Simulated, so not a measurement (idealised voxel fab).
The process module that follows is named voxel self aligned vias.
Displayed cross-section: cut, width of 220 nm, square cells sized 5 nm.
Cross-section format: a grid of square cells, given as bands from top to bottom; each band is one or more rows of cells. Band: top height; bottom height; in nm. Then, left to right: material with width in nm, for each material. "throughout": a single material spanning edge to edge. "blank": empty space. Height reference: 0 = level under which incoming wafer is all one material. Lowest band: no bottom, runs on downward, e.g. "0..down". Top row gets the first number, bottom row gets the second, and each row in between changes by the same step: that is how a band width like "30..40" works. "no alterations made" means the step left every cell of the cross-section as it was. The label "Enclosed void list" introduces a list of the empty spaces, 8 cells or larger, that have no open way up to the top; each entry in it reads width x height at distance, where the distance is taken from the left edge and all three are stated in nm. Step line, after settings: the simulator's comment on this step. "overlay nm" answers the question of how far to the right of plan the mask lay on a step that has a mask, and when it is negative the answer is to the left.

**The steps planned for the process are as follows**
1 RECEIVE [material Si]
2 CONFORMAL_DEP [material SiO2] [thk nm 15]
3 CONFORMAL_DEP [material SiCN] [thk nm 5]
4 DIRECTIONAL_DEP [material lowk] [thk nm 20]
5 DIRECTIONAL_DEP [material aC] [thk nm 10]
6 PATTERN [tone open] [mask id LINES] [material resist] [width nm 25] [pitch nm 55] [thk nm 25] [overlay nm 0]
7 DIRECTIONAL_ETCH [etch materials aC] [depth nm 10]
8 STRIP [etch materials resist]
9 DIRECTIONAL_ETCH [etch materials lowk] [depth nm 20]
10 STRIP [etch materials aC]
11 CONFORMAL_DEP [material TiN] [thk nm 5]
12 FILL_DEP [material W] [thk nm 10]
13 CMP [height nm 40]
14 SELECTIVE_ETCH [etch materials W Ru TiN] [depth nm 5]
15 FILL_DEP [material SiN] [thk nm 10]
16 CMP [height nm 40]
17 DIRECTIONAL_DEP [material lowk] [thk nm 20]
18 PATTERN [tone open] [mask id VIAS] [material resist] [width nm 35] [pitch nm 110] [thk nm 15] [overlay nm 0]
19 DIRECTIONAL_ETCH [etch materials lowk] [depth nm 20]
20 DIRECTIONAL_ETCH [etch materials SiN] [depth nm 5]
21 STRIP [etch materials resist]
22 CONFORMAL_DEP [material TiN] [thk nm 5]
23 FILL_DEP [material Cu] [thk nm 10]
24 CMP [height nm 60]
25 CONFORMAL_DEP [material SiN] [thk nm 5]

**The first wafer of two, processed as planned**

**Cross-section: wafer on arrival = after step 1**
0..down | Si throughout
Enclosed void list: none

**Cross-sectional representation of the wafer at the conclusion of step 2**
15..0 | SiO2 throughout
Below 0, the layers are the same as they were.

**Cross-sectional representation of the wafer at the conclusion of step 3**
20..15 | SiCN throughout
Below 15, the layers are the same as they were.

**Cross-sectional representation of the wafer at the conclusion of step 4**
40..20 | lowk throughout
Below 20, the layers are the same as they were.

**Cross-sectional representation of the wafer at the conclusion of step 5**
50..40 | aC throughout
Below 40, the layers are the same as they were.

**Cross-sectional representation of the wafer at the conclusion of step 6**
75..50 | 40 nm resist, then 25 nm blank, then 30 nm resist, then 25 nm blank, then 30 nm resist, then 25 nm blank, then 45 nm resist
Below 50, the layers are the same as they were.

**Cross-sectional representation of the wafer at the conclusion of step 7**
65..50 | 40 nm resist, then 25 nm blank, then 30 nm resist, then 25 nm blank, then 30 nm resist, then 25 nm blank, then 45 nm resist
50..40 | 40 nm aC, then 25 nm blank, then 30 nm aC, then 25 nm blank, then 30 nm aC, then 25 nm blank, then 45 nm aC
Below 40, the layers are the same as they were.

**Cross-sectional representation of the wafer at the conclusion of step 8**
50..40 | 40 nm aC, then 25 nm blank, then 30 nm aC, then 25 nm blank, then 30 nm aC, then 25 nm blank, then 45 nm aC
Below 40, the layers are the same as they were.

**Cross-sectional representation of the wafer at the conclusion of step 9**
50..40 | 40 nm aC, then 25 nm blank, then 30 nm aC, then 25 nm blank, then 30 nm aC, then 25 nm blank, then 45 nm aC
40..20 | 40 nm lowk, then 25 nm blank, then 30 nm lowk, then 25 nm blank, then 30 nm lowk, then 25 nm blank, then 45 nm lowk
Below 20, the layers are the same as they were.

**Cross-sectional representation of the wafer at the conclusion of step 10**
40..20 | 40 nm lowk, then 25 nm blank, then 30 nm lowk, then 25 nm blank, then 30 nm lowk, then 25 nm blank, then 45 nm lowk
Below 20, the layers are the same as they were.

**Cross-sectional representation of the wafer at the conclusion of step 11**
45..40 | 45 nm TiN, then 15 nm blank, then 40 nm TiN, then 15 nm blank, then 40 nm TiN, then 15 nm blank, then 50 nm TiN
40..25 | 40 nm lowk, then 5 nm TiN, then 15 nm blank, then 5 nm TiN, then 30 nm lowk, then 5 nm TiN, then 15 nm blank, then 5 nm TiN, then 30 nm lowk, then 5 nm TiN, then 15 nm blank, then 5 nm TiN, then 45 nm lowk
25..20 | 40 nm lowk, then 25 nm TiN, then 30 nm lowk, then 25 nm TiN, then 30 nm lowk, then 25 nm TiN, then 45 nm lowk
Below 20, the layers are the same as they were.

**Cross-sectional representation of the wafer at the conclusion of step 12**
55..45 | W throughout
45..40 | 45 nm TiN, then 15 nm W, then 40 nm TiN, then 15 nm W, then 40 nm TiN, then 15 nm W, then 50 nm TiN
40..25 | 40 nm lowk, then 5 nm TiN, then 15 nm W, then 5 nm TiN, then 30 nm lowk, then 5 nm TiN, then 15 nm W, then 5 nm TiN, then 30 nm lowk, then 5 nm TiN, then 15 nm W, then 5 nm TiN, then 45 nm lowk
Below 25, the layers are the same as they were.

**Cross-sectional representation of the wafer at the conclusion of step 13**
40..25 | 40 nm lowk, then 5 nm TiN, then 15 nm W, then 5 nm TiN, then 30 nm lowk, then 5 nm TiN, then 15 nm W, then 5 nm TiN, then 30 nm lowk, then 5 nm TiN, then 15 nm W, then 5 nm TiN, then 45 nm lowk
Below 25, the layers are the same as they were.

**Cross-sectional representation of the wafer at the conclusion of step 14**
40..35 | 40 nm lowk, then 25 nm blank, then 30 nm lowk, then 25 nm blank, then 30 nm lowk, then 25 nm blank, then 45 nm lowk
Below 35, the layers are the same as they were.

**Cross-sectional representation of the wafer at the conclusion of step 15**
50..40 | SiN throughout
40..35 | 40 nm lowk, then 25 nm SiN, then 30 nm lowk, then 25 nm SiN, then 30 nm lowk, then 25 nm SiN, then 45 nm lowk
Below 35, the layers are the same as they were.

**Cross-sectional representation of the wafer at the conclusion of step 16**
40..35 | 40 nm lowk, then 25 nm SiN, then 30 nm lowk, then 25 nm SiN, then 30 nm lowk, then 25 nm SiN, then 45 nm lowk
Below 35, the layers are the same as they were.

**Cross-sectional representation of the wafer at the conclusion of step 17**
60..40 | lowk throughout
Below 40, the layers are the same as they were.

**Cross-sectional representation of the wafer at the conclusion of step 18**
75..60 | 35 nm resist, then 35 nm blank, then 75 nm resist, then 35 nm blank, then 40 nm resist
Below 60, the layers are the same as they were.

**Cross-sectional representation of the wafer at the conclusion of step 19**
75..60 | 35 nm resist, then 35 nm blank, then 75 nm resist, then 35 nm blank, then 40 nm resist
60..40 | 35 nm lowk, then 35 nm blank, then 75 nm lowk, then 35 nm blank, then 40 nm lowk
Below 40, the layers are the same as they were.

**Cross-sectional representation of the wafer at the conclusion of step 20**
75..60 | 35 nm resist, then 35 nm blank, then 75 nm resist, then 35 nm blank, then 40 nm resist
60..40 | 35 nm lowk, then 35 nm blank, then 75 nm lowk, then 35 nm blank, then 40 nm lowk
40..35 | 40 nm lowk, then 25 nm blank, then 30 nm lowk, then 25 nm SiN, then 30 nm lowk, then 25 nm blank, then 45 nm lowk
Below 35, the layers are the same as they were.

**Cross-sectional representation of the wafer at the conclusion of step 21**
60..40 | 35 nm lowk, then 35 nm blank, then 75 nm lowk, then 35 nm blank, then 40 nm lowk
Below 40, the layers are the same as they were.

**Cross-sectional representation of the wafer at the conclusion of step 22**
65..60 | 40 nm TiN, then 25 nm blank, then 85 nm TiN, then 25 nm blank, then 45 nm TiN
60..45 | 35 nm lowk, then 5 nm TiN, then 25 nm blank, then 5 nm TiN, then 75 nm lowk, then 5 nm TiN, then 25 nm blank, then 5 nm TiN, then 40 nm lowk
45..40 | 35 nm lowk, then 10 nm TiN, then 15 nm blank, then 10 nm TiN, then 75 nm lowk, then 10 nm TiN, then 15 nm blank, then 10 nm TiN, then 40 nm lowk
40..35 | 40 nm lowk, then 25 nm TiN, then 30 nm lowk, then 25 nm SiN, then 30 nm lowk, then 25 nm TiN, then 45 nm lowk
Below 35, the layers are the same as they were.

**Cross-sectional representation of the wafer at the conclusion of step 23**
75..65 | Cu throughout
65..60 | 40 nm TiN, then 25 nm Cu, then 85 nm TiN, then 25 nm Cu, then 45 nm TiN
60..45 | 35 nm lowk, then 5 nm TiN, then 25 nm Cu, then 5 nm TiN, then 75 nm lowk, then 5 nm TiN, then 25 nm Cu, then 5 nm TiN, then 40 nm lowk
45..40 | 35 nm lowk, then 10 nm TiN, then 15 nm Cu, then 10 nm TiN, then 75 nm lowk, then 10 nm TiN, then 15 nm Cu, then 10 nm TiN, then 40 nm lowk
Below 40, the layers are the same as they were.

**Cross-sectional representation of the wafer at the conclusion of step 24**
60..45 | 35 nm lowk, then 5 nm TiN, then 25 nm Cu, then 5 nm TiN, then 75 nm lowk, then 5 nm TiN, then 25 nm Cu, then 5 nm TiN, then 40 nm lowk
Below 45, the layers are the same as they were.

**Cross-sectional representation of the wafer at the conclusion of step 25**
65..60 | SiN throughout
Below 60, the layers are the same as they were.

**Second wafer - shared start and plan with the first - one error in running - same as the first up to step 17 inclusive**

**Cross-section of the second wafer at the time step 18 of the plan should have ended**
75..60 | 35 nm blank, then 35 nm resist, then 75 nm blank, then 35 nm resist, then 40 nm blank
Below 60, the layers are the same as they were.

**Cross-section of the second wafer at the time step 19 of the plan should have ended**
75..60 | 35 nm blank, then 35 nm resist, then 75 nm blank, then 35 nm resist, then 40 nm blank
60..40 | 35 nm blank, then 35 nm lowk, then 75 nm blank, then 35 nm lowk, then 40 nm blank
Below 40, the layers are the same as they were.

**Cross-section of the second wafer at the time step 20 of the plan should have ended**
75..60 | 35 nm blank, then 35 nm resist, then 75 nm blank, then 35 nm resist, then 40 nm blank
60..40 | 35 nm blank, then 35 nm lowk, then 75 nm blank, then 35 nm lowk, then 40 nm blank
40..35 | 40 nm lowk, then 25 nm SiN, then 30 nm lowk, then 25 nm blank, then 30 nm lowk, then 25 nm SiN, then 45 nm lowk
Below 35, the layers are the same as they were.

**Cross-section of the second wafer at the time step 21 of the plan should have ended**
60..40 | 35 nm blank, then 35 nm lowk, then 75 nm blank, then 35 nm lowk, then 40 nm blank
Below 40, the layers are the same as they were.

**Cross-section of the second wafer at the time step 22 of the plan should have ended**
65..60 | 30 nm blank, then 45 nm TiN, then 65 nm blank, then 45 nm TiN, then 35 nm blank
60..45 | 30 nm blank, then 5 nm TiN, then 35 nm lowk, then 5 nm TiN, then 65 nm blank, then 5 nm TiN, then 35 nm lowk, then 5 nm TiN, then 35 nm blank
45..40 | 35 nm TiN, then 35 nm lowk, then 30 nm TiN, then 15 nm blank, then 30 nm TiN, then 35 nm lowk, then 40 nm TiN
40..35 | 40 nm lowk, then 25 nm SiN, then 30 nm lowk, then 25 nm TiN, then 30 nm lowk, then 25 nm SiN, then 45 nm lowk
Below 35, the layers are the same as they were.

**Cross-section of the second wafer at the time step 23 of the plan should have ended**
75..65 | Cu throughout
65..60 | 30 nm Cu, then 45 nm TiN, then 65 nm Cu, then 45 nm TiN, then 35 nm Cu
60..45 | 30 nm Cu, then 5 nm TiN, then 35 nm lowk, then 5 nm TiN, then 65 nm Cu, then 5 nm TiN, then 35 nm lowk, then 5 nm TiN, then 35 nm Cu
45..40 | 35 nm TiN, then 35 nm lowk, then 30 nm TiN, then 15 nm Cu, then 30 nm TiN, then 35 nm lowk, then 40 nm TiN
Below 40, the layers are the same as they were.

**Cross-section of the second wafer at the time step 24 of the plan should have ended**
60..45 | 30 nm Cu, then 5 nm TiN, then 35 nm lowk, then 5 nm TiN, then 65 nm Cu, then 5 nm TiN, then 35 nm lowk, then 5 nm TiN, then 35 nm Cu
Below 45, the layers are the same as they were.

**Cross-section of the second wafer at the time step 25 of the plan should have ended**
65..60 | SiN throughout
Below 60, the layers are the same as they were.
Error vs. plan: it should be noted that step 18 was executed with settings other than those planned, the operation and settings actually applied being PATTERN [tone cover] [mask id VIAS] [material resist] [width nm 35] [pitch nm 110] [thk nm 15] [overlay nm 0]
The closing comparison, in cells, has the second wafer with more or fewer of some materials than the first: Cu +45 | SiN +5 | TiN +14 | lowk -64
